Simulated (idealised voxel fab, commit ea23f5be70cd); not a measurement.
process module | voxel quadruple lines
cross-section cut | 240 nm wide | cells 5 nm
A cross-section is a grid of square cells, given in bands from the top down. A band is one or more rows of cells.
Each band's line starts with the height of the band's top and of its bottom, in nm. Then come its materials from left to right, each with its width in nm. One material with "throughout" fills the band from edge to edge. "air" is empty space.
Height 0 is the level under which the wafer as received is all one material. The lowest band goes on downwards, as in "0 down".
A width such as "30 to 40" changes by the same amount from each row of cells to the next, from the band's top row to its bottom row.
"no change" after a step means that no cell of the cross-section changed.
closed voids: empty space of 8 cells or more with no open way to the top, each as width x height at its distance from the left edge, in nm
after a step's settings: what the simulator itself notes on the step
overlay nm, on a step with a mask: how far to the right of its planned place the mask lay; to the left if negative
plan
1 op RECEIVE | material Si
2 op CONFORMAL_DEP | material SiO2 | thk nm 10
3 op DIRECTIONAL_DEP | material TiN | thk nm 15
4 op DIRECTIONAL_DEP | material polySi | thk nm 20
5 op DIRECTIONAL_DEP | material aC | thk nm 20
6 op PATTERN | tone cover | mask id MANDREL | material resist | width nm 30 | thk nm 30 | overlay nm 0
7 op DIRECTIONAL_ETCH | etch materials aC | depth nm 20
8 op STRIP | etch materials resist
9 op CONFORMAL_DEP | material SiO2 | thk nm 10
10 op DIRECTIONAL_ETCH | etch materials SiO2 | depth nm 10
11 op STRIP | etch materials aC
12 op DIRECTIONAL_ETCH | etch materials polySi | depth nm 20
13 op STRIP | etch materials SiO2
14 op CONFORMAL_DEP | material SiCN | thk nm 10
15 op DIRECTIONAL_ETCH | etch materials SiCN | depth nm 10
16 op STRIP | etch materials polySi
17 op DIRECTIONAL_ETCH | etch materials TiN | depth nm 15
18 op STRIP | etch materials SiCN
as received, after step 1
  0 down: Si throughout
  closed voids: none
first wafer at the end, as planned
  25 to 10: air 85 | TiN 10 | air 10 | TiN 10 | air 10 | TiN 10 | air 10 | TiN 10 | air 85
  10 to 0: SiO2 throughout
  0 down: Si throughout
  closed voids: none
second wafer at the end: like start, like plan, one mistake
  15 to 10: air 85 | TiN 10 | air 10 | TiN 10 | air 10 | TiN 10 | air 10 | TiN 10 | air 85
  10 to 0: SiO2 throughout
  0 down: Si throughout
  closed voids: none
what went wrong: step 3 ran as: op DIRECTIONAL_DEP | material TiN | thk nm 5
at the end the second wafer has, in cells: 16 fewer of TiN
